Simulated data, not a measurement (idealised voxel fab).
A process module follows: voxel self aligned vias.
Xsec cut, 275 nm wide, square cell size 5 nm.
Notation: cross-section as square-cell grid; stated in bands, top first, going down; one or more cell rows per band. Heights first: top, then bottom, in nm. Then materials, left to right, each with a width in nm. "edge to edge" on a single material: fills the band edge to edge. "air": empty space. Note: height 0 marks the level under which the wafer is uniformly one material as received. Lowest band unbounded below, written "z 0 and below". With a width like "30 to 40", each row of cells in the band differs from the next by the same amount, the top row carrying the first number and the bottom row the second. No cell of the cross-section changed in a step that is given as "no change occurred". The entry titled "Voids, enclosed" provides the empty spaces that have no open way to the top, restricted to those of 8 cells or more. Each is presented as width x height at distance, the distance being measured from the left edge, with all three in nm. Anything after a step's settings on that line? It's the simulator's own note about the step. When a step includes a mask, the "overlay nm" setting on its line states how far to the right of its planned place that mask lay, and negative values state how far to the left.

**Intended process steps**
1) RECEIVE [material Si]
2) CONFORMAL_DEP [material SiO2] [thk nm 10]
3) CONFORMAL_DEP [material SiCN] [thk nm 5]
4) DIRECTIONAL_DEP [material lowk] [thk nm 20]
5) DIRECTIONAL_DEP [material aC] [thk nm 15]
6) PATTERN [tone open] [mask id LINES] [material resist] [width nm 25] [pitch nm 60] [thk nm 35] [overlay nm 0]
7) DIRECTIONAL_ETCH [etch materials aC] [depth nm 15]
8) STRIP [etch materials resist]
9) DIRECTIONAL_ETCH [etch materials lowk] [depth nm 20]
10) STRIP [etch materials aC]
11) CONFORMAL_DEP [material TiN] [thk nm 5]
12) FILL_DEP [material W] [thk nm 5]
13) CMP [height nm 35]
14) SELECTIVE_ETCH [etch materials W Ru TiN] [depth nm 5]
15) FILL_DEP [material SiN] [thk nm 10]
16) CMP [height nm 35]
17) DIRECTIONAL_DEP [material lowk] [thk nm 20]
18) PATTERN [tone open] [mask id VIAS] [material resist] [width nm 35] [pitch nm 120] [thk nm 20] [overlay nm 0]
19) DIRECTIONAL_ETCH [etch materials lowk] [depth nm 20]
20) DIRECTIONAL_ETCH [etch materials SiN] [depth nm 5]
21) STRIP [etch materials resist]
22) CONFORMAL_DEP [material TiN] [thk nm 5]
23) FILL_DEP [material W] [thk nm 10]
24) CMP [height nm 55]
25) CONFORMAL_DEP [material SiCN] [thk nm 5]

**Run as planned: first of two wafers**

**Wafer cross-section on receipt, i.e. after step 1**
	z 0 and below | Si edge to edge
	Voids, enclosed: none

**Presented here is a cross-section of the wafer after step 2 has been performed**
	z 10 to 0 | SiO2 edge to edge
	Note: structure below 0 unchanged.

**Presented here is a cross-section of the wafer after step 3 has been performed**
	z 15 to 10 | SiCN edge to edge
	Note: structure below 10 unchanged.

**Presented here is a cross-section of the wafer after step 4 has been performed**
	z 35 to 15 | lowk edge to edge
	Note: structure below 15 unchanged.

**Presented here is a cross-section of the wafer after step 5 has been performed**
	z 50 to 35 | aC edge to edge
	Note: structure below 35 unchanged.

**Presented here is a cross-section of the wafer after step 6 has been performed**
	z 85 to 50 | 65 resist, 25 air, 35 resist, 25 air, 35 resist, 25 air, 65 resist
	Note: structure below 50 unchanged.

**Presented here is a cross-section of the wafer after step 7 has been performed**
	z 70 to 50 | 65 resist, 25 air, 35 resist, 25 air, 35 resist, 25 air, 65 resist
	z 50 to 35 | 65 aC, 25 air, 35 aC, 25 air, 35 aC, 25 air, 65 aC
	Note: structure below 35 unchanged.

**Presented here is a cross-section of the wafer after step 8 has been performed**
	z 50 to 35 | 65 aC, 25 air, 35 aC, 25 air, 35 aC, 25 air, 65 aC
	Note: structure below 35 unchanged.

**Presented here is a cross-section of the wafer after step 9 has been performed**
	z 50 to 35 | 65 aC, 25 air, 35 aC, 25 air, 35 aC, 25 air, 65 aC
	z 35 to 15 | 65 lowk, 25 air, 35 lowk, 25 air, 35 lowk, 25 air, 65 lowk
	Note: structure below 15 unchanged.

**Presented here is a cross-section of the wafer after step 10 has been performed**
	z 35 to 15 | 65 lowk, 25 air, 35 lowk, 25 air, 35 lowk, 25 air, 65 lowk
	Note: structure below 15 unchanged.

**Presented here is a cross-section of the wafer after step 11 has been performed**
	z 40 to 35 | 70 TiN, 15 air, 45 TiN, 15 air, 45 TiN, 15 air, 70 TiN
	z 35 to 20 | 65 lowk, 5 TiN, 15 air, 5 TiN, 35 lowk, 5 TiN, 15 air, 5 TiN, 35 lowk, 5 TiN, 15 air, 5 TiN, 65 lowk
	z 20 to 15 | 65 lowk, 25 TiN, 35 lowk, 25 TiN, 35 lowk, 25 TiN, 65 lowk
	Note: structure below 15 unchanged.

**Presented here is a cross-section of the wafer after step 12 has been performed**
	z 45 to 40 | W edge to edge
	z 40 to 35 | 70 TiN, 15 W, 45 TiN, 15 W, 45 TiN, 15 W, 70 TiN
	z 35 to 20 | 65 lowk, 5 TiN, 15 W, 5 TiN, 35 lowk, 5 TiN, 15 W, 5 TiN, 35 lowk, 5 TiN, 15 W, 5 TiN, 65 lowk
	Note: structure below 20 unchanged.

**Presented here is a cross-section of the wafer after step 13 has been performed**
	z 35 to 20 | 65 lowk, 5 TiN, 15 W, 5 TiN, 35 lowk, 5 TiN, 15 W, 5 TiN, 35 lowk, 5 TiN, 15 W, 5 TiN, 65 lowk
	Note: structure below 20 unchanged.

**Presented here is a cross-section of the wafer after step 14 has been performed**
	z 35 to 30 | 65 lowk, 25 air, 35 lowk, 25 air, 35 lowk, 25 air, 65 lowk
	Note: structure below 30 unchanged.

**Presented here is a cross-section of the wafer after step 15 has been performed**
	z 45 to 35 | SiN edge to edge
	z 35 to 30 | 65 lowk, 25 SiN, 35 lowk, 25 SiN, 35 lowk, 25 SiN, 65 lowk
	Note: structure below 30 unchanged.

**Presented here is a cross-section of the wafer after step 16 has been performed**
	z 35 to 30 | 65 lowk, 25 SiN, 35 lowk, 25 SiN, 35 lowk, 25 SiN, 65 lowk
	Note: structure below 30 unchanged.

**Presented here is a cross-section of the wafer after step 17 has been performed**
	z 55 to 35 | lowk edge to edge
	Note: structure below 35 unchanged.

**Presented here is a cross-section of the wafer after step 18 has been performed**
	z 75 to 55 | 60 resist, 35 air, 85 resist, 35 air, 60 resist
	Note: structure below 55 unchanged.

**Presented here is a cross-section of the wafer after step 19 has been performed**
	z 75 to 55 | 60 resist, 35 air, 85 resist, 35 air, 60 resist
	z 55 to 35 | 60 lowk, 35 air, 85 lowk, 35 air, 60 lowk
	Note: structure below 35 unchanged.

**Presented here is a cross-section of the wafer after step 20 has been performed**
	z 75 to 55 | 60 resist, 35 air, 85 resist, 35 air, 60 resist
	z 55 to 35 | 60 lowk, 35 air, 85 lowk, 35 air, 60 lowk
	z 35 to 30 | 65 lowk, 25 air, 35 lowk, 25 SiN, 35 lowk, 25 air, 65 lowk
	Note: structure below 30 unchanged.

**Presented here is a cross-section of the wafer after step 21 has been performed**
	z 55 to 35 | 60 lowk, 35 air, 85 lowk, 35 air, 60 lowk
	Note: structure below 35 unchanged.

**Presented here is a cross-section of the wafer after step 22 has been performed**
	z 60 to 55 | 65 TiN, 25 air, 95 TiN, 25 air, 65 TiN
	z 55 to 40 | 60 lowk, 5 TiN, 25 air, 5 TiN, 85 lowk, 5 TiN, 25 air, 5 TiN, 60 lowk
	z 40 to 35 | 60 lowk, 10 TiN, 15 air, 10 TiN, 85 lowk, 10 TiN, 15 air, 10 TiN, 60 lowk
	z 35 to 30 | 65 lowk, 25 TiN, 35 lowk, 25 SiN, 35 lowk, 25 TiN, 65 lowk
	Note: structure below 30 unchanged.

**Presented here is a cross-section of the wafer after step 23 has been performed**
	z 70 to 60 | W edge to edge
	z 60 to 55 | 65 TiN, 25 W, 95 TiN, 25 W, 65 TiN
	z 55 to 40 | 60 lowk, 5 TiN, 25 W, 5 TiN, 85 lowk, 5 TiN, 25 W, 5 TiN, 60 lowk
	z 40 to 35 | 60 lowk, 10 TiN, 15 W, 10 TiN, 85 lowk, 10 TiN, 15 W, 10 TiN, 60 lowk
	Note: structure below 35 unchanged.

**Presented here is a cross-section of the wafer after step 24 has been performed**
	z 55 to 40 | 60 lowk, 5 TiN, 25 W, 5 TiN, 85 lowk, 5 TiN, 25 W, 5 TiN, 60 lowk
	Note: structure below 40 unchanged.

**Presented here is a cross-section of the wafer after step 25 has been performed**
	z 60 to 55 | SiCN edge to edge
	Note: structure below 55 unchanged.

**The Second Wafer: Common Origin and Plan, One Mistake in Execution, Identical to the First Through Step 17**

**Planned end of step 18: second wafer, cross-section**
	z 75 to 55 | 65 resist, 30 air, 90 resist, 30 air, 60 resist
	Note: structure below 55 unchanged.

**Planned end of step 19: second wafer, cross-section**
	z 75 to 55 | 65 resist, 30 air, 90 resist, 30 air, 60 resist
	z 55 to 35 | 65 lowk, 30 air, 90 lowk, 30 air, 60 lowk
	Note: structure below 35 unchanged.

**Planned end of step 20: second wafer, cross-section**
	z 75 to 55 | 65 resist, 30 air, 90 resist, 30 air, 60 resist
	z 55 to 35 | 65 lowk, 30 air, 90 lowk, 30 air, 60 lowk
	z 35 to 30 | 65 lowk, 25 air, 35 lowk, 25 SiN, 35 lowk, 25 air, 65 lowk
	Note: structure below 30 unchanged.

**Planned end of step 21: second wafer, cross-section**
	z 55 to 35 | 65 lowk, 30 air, 90 lowk, 30 air, 60 lowk
	Note: structure below 35 unchanged.

**Planned end of step 22: second wafer, cross-section**
	z 60 to 55 | 70 TiN, 20 air, 100 TiN, 20 air, 65 TiN
	z 55 to 40 | 65 lowk, 5 TiN, 20 air, 5 TiN, 90 lowk, 5 TiN, 20 air, 5 TiN, 60 lowk
	z 40 to 35 | 65 lowk, 5 TiN, 15 air, 10 TiN, 90 lowk, 5 TiN, 15 air, 10 TiN, 60 lowk
	z 35 to 30 | 65 lowk, 25 TiN, 35 lowk, 25 SiN, 35 lowk, 25 TiN, 65 lowk
	Note: structure below 30 unchanged.

**Planned end of step 23: second wafer, cross-section**
	z 70 to 60 | W edge to edge
	z 60 to 55 | 70 TiN, 20 W, 100 TiN, 20 W, 65 TiN
	z 55 to 40 | 65 lowk, 5 TiN, 20 W, 5 TiN, 90 lowk, 5 TiN, 20 W, 5 TiN, 60 lowk
	z 40 to 35 | 65 lowk, 5 TiN, 15 W, 10 TiN, 90 lowk, 5 TiN, 15 W, 10 TiN, 60 lowk
	Note: structure below 35 unchanged.

**Planned end of step 24: second wafer, cross-section**
	z 55 to 40 | 65 lowk, 5 TiN, 20 W, 5 TiN, 90 lowk, 5 TiN, 20 W, 5 TiN, 60 lowk
	Note: structure below 40 unchanged.

**Planned end of step 25: second wafer, cross-section**
	z 60 to 55 | SiCN edge to edge
	Note: structure below 55 unchanged.
The mistake made against the process plan was this: for step 18, the planned setting was not used; the step was instead run as PATTERN [tone open] [mask id VIAS] [material resist] [width nm 30] [pitch nm 120] [thk nm 20] [overlay nm 0]
End of process, cell counts, second wafer against first, materials with more or fewer: TiN -2; W -6; lowk +8
